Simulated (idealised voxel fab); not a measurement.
voxel transistor to metal: a process module
Square cell edge 5 nm, section width 210 nm, ID cut.
Cross-section, as written here: a square-cell grid given band by band from the top down, where a band holds one or more rows of cells. Within each band entry, the heights of the top and of the bottom of the band appear first, in that order and in nm; the materials of the band then follow from left to right, each with its corresponding width in nm. The designation "full width" on a single material indicates that it fills the band from edge to edge; the designation "empty" indicates empty space. Heights are measured from 0, the level below which the as-received wafer is all one material; the lowest band has no bottom and continues downward, written as in "0 down". The notation "30->40" denotes a width that varies across the rows of cells in the band, beginning at the first number in the top row, finishing at the second number in the bottom row, and changing by an identical amount from each row to the next. "nothing different" (step): cross-section cells unchanged, all of them. Enclosed voids (no open way to top), threshold 8 cells or more, entry "Sealed internal cavities", notation width x height at distance, distance from left edge, nm. On a step's line, text after the settings is the simulator commenting on that step. Regarding "overlay nm": on a step with a mask, it is the distance the mask lay to the right of its planned place; a negative value places it to the left.
Planned step list for the process:
step 1: RECEIVE (material Si)
step 2: OXIDIZE (depth nm 5)
step 3: CONFORMAL_DEP (material SiN; thk nm 15)
step 4: DIRECTIONAL_DEP (material aC; thk nm 15)
step 5: PATTERN (tone cover; mask id ACTIVE; material resist; width nm 125; thk nm 30; overlay nm 0)
step 6: DIRECTIONAL_ETCH (etch materials aC; depth nm 15)
step 7: STRIP (etch materials resist)
step 8: DIRECTIONAL_ETCH (etch materials SiN; depth nm 15)
step 9: DIRECTIONAL_ETCH (etch materials SiO2; depth nm 5)
step 10: DIRECTIONAL_ETCH (etch materials Si; depth nm 35)
step 11: STRIP (etch materials aC)
step 12: FILL_DEP (material SiO2; thk nm 15)
step 13: CMP (height nm 15)
step 14: SELECTIVE_ETCH (etch materials SiO2; depth nm 5)
step 15: STRIP (etch materials SiN)
step 16: SELECTIVE_ETCH (etch materials SiO2; depth nm 5)
step 17: OXIDIZE (depth nm 5)
step 18: DIRECTIONAL_DEP (material polySi; thk nm 20)
step 19: DIRECTIONAL_DEP (material SiCN; thk nm 15)
step 20: PATTERN (tone cover; mask id GATE; material resist; width nm 35; thk nm 15; overlay nm 0)
step 21: DIRECTIONAL_ETCH (etch materials SiCN; depth nm 25)
step 22: DIRECTIONAL_ETCH (etch materials polySi; depth nm 30)
step 23: STRIP (etch materials resist)
step 24: CONFORMAL_DEP (material SiN; thk nm 10)
step 25: DIRECTIONAL_ETCH (etch materials SiN; depth nm 10)
step 26: DIRECTIONAL_ETCH (etch materials SiO2; depth nm 5)
step 27: DIRECTIONAL_ETCH (etch materials Si; depth nm 10)
step 28: EPI (material SiGe; thk nm 10)
step 29: FILL_DEP (material SiO2; thk nm 10)
step 30: CMP (height nm 15)
step 31: STRIP (etch materials polySi)
step 32: SELECTIVE_ETCH (etch materials SiO2; depth nm 5)
step 33: CONFORMAL_DEP (material HfO2; thk nm 5)
step 34: CONFORMAL_DEP (material TiN; thk nm 5)
step 35: FILL_DEP (material W; thk nm 10)
step 36: CMP (height nm 10)
step 37: DIRECTIONAL_DEP (material SiO2; thk nm 15)
step 38: PATTERN (tone open; mask id CONTACT; material resist; width nm 15; pitch nm 90; thk nm 20; overlay nm 0)
step 39: DIRECTIONAL_ETCH (etch materials SiO2; depth nm 35)
step 40: STRIP (etch materials resist)
step 41: CONFORMAL_DEP (material TiN; thk nm 5)
step 42: FILL_DEP (material Ru; thk nm 10)
step 43: CMP (height nm 25)
step 44: DIRECTIONAL_DEP (material TiN; thk nm 5)
step 45: DIRECTIONAL_DEP (material W; thk nm 15)
step 46: PATTERN (tone cover; mask id METAL_1; material resist; width nm 15; pitch nm 90; thk nm 15; overlay nm 0)
step 47: DIRECTIONAL_ETCH (etch materials W; depth nm 15)
step 48: DIRECTIONAL_ETCH (etch materials TiN; depth nm 5)
step 49: STRIP (etch materials resist)
step 50: FILL_DEP (material lowk; thk nm 5)
step 51: CMP (height nm 45)
step 52: CONFORMAL_DEP (material SiCN; thk nm 5)
step 53: DIRECTIONAL_DEP (material SiO2; thk nm 30)
step 54: DIRECTIONAL_DEP (material aC; thk nm 15)
step 55: PATTERN (tone open; mask id METAL_2; material resist; width nm 15; pitch nm 90; thk nm 30; overlay nm 0)
step 56: DIRECTIONAL_ETCH (etch materials aC; depth nm 15)
step 57: STRIP (etch materials resist)
step 58: DIRECTIONAL_ETCH (etch materials SiO2; depth nm 15)
step 59: STRIP (etch materials aC)
step 60: PATTERN (tone open; mask id METAL_2_HOLES; material resist; width nm 15; pitch nm 90; thk nm 20; overlay nm 0)
step 61: DIRECTIONAL_ETCH (etch materials SiO2; depth nm 15)
step 62: DIRECTIONAL_ETCH (etch materials SiCN; depth nm 5)
step 63: STRIP (etch materials resist)
step 64: CONFORMAL_DEP (material TiN; thk nm 5)
step 65: FILL_DEP (material Ru; thk nm 10)
step 66: CMP (height nm 80)
step 67: CONFORMAL_DEP (material SiN; thk nm 5)
As received (post step 1): cross-section:
- 0 down: Si full width
- Sealed internal cavities: none
What the wafer looks like in cross-section after this module, when it starts as shown above and follows the plan above but one mistake is made in running it:
- 85 to 80: SiN full width
- 80 to 50: SiO2 (50)  TiN (5)  Ru (5)  TiN (5)  SiO2 (75)  TiN (5)  Ru (5)  TiN (5)  SiO2 (55)
- 50 to 45: SiCN (50)  TiN (15)  SiCN (75)  TiN (15)  SiCN (55)
- 45 to 30: lowk (50)  W (15)  lowk (75)  W (15)  lowk (55)
- 30 to 25: lowk (50)  TiN (15)  lowk (75)  TiN (15)  lowk (55)
- 25 to 10: SiO2 (50)  TiN (5)  Ru (10)  TiN (5)  SiO2 (70)  TiN (5)  Ru (10)  TiN (5)  SiO2 (50)
- 10 to 5: SiO2 (50)  TiN (5)  Ru (10)  TiN (5)  SiO2 (5)  SiN (10)  HfO2 (5)  TiN (5)  W (15)  TiN (5)  HfO2 (5)  SiN (10)  SiO2 (10)  TiN (5)  Ru (10)  TiN (5)  SiO2 (50)
- 5 to 0: SiO2 (35)  SiN (10)  SiO2 (5)  TiN (20)  SiO2 (5)  SiN (10)  HfO2 (5)  TiN (5)  W (15)  TiN (5)  HfO2 (5)  SiN (10)  SiO2 (10)  TiN (20)  SiN (10)  SiO2 (40)
- 0 to -5: SiO2 (35)  SiN (10)  SiGe (10)  TiN (10)  SiGe (10)  SiN (10)  HfO2 (5)  TiN (25)  HfO2 (5)  SiN (10)  SiGe (10)  TiN (10)  SiGe (10)  SiN (10)  SiO2 (40)
- -5 to -10: SiO2 (45)  SiGe (10)  TiN (10)  SiGe (10)  SiO2 (5)  HfO2 (45)  SiO2 (5)  SiGe (10)  TiN (10)  SiGe (10)  SiO2 (50)
- -10 to -20: SiO2 (40)  Si (5)  SiGe (30)  Si (55)  SiGe (30)  Si (5)  SiO2 (45)
- -20 to -40: SiO2 (40)  Si (125)  SiO2 (45)
- -40 down: Si full width
- Sealed internal cavities: none
Heads up, the wafer didn't run the way we planned it: for step 38, the planned setting was not used; the step was instead run as PATTERN (tone open; mask id CONTACT; material resist; width nm 20; pitch nm 90; thk nm 20; overlay nm 0)
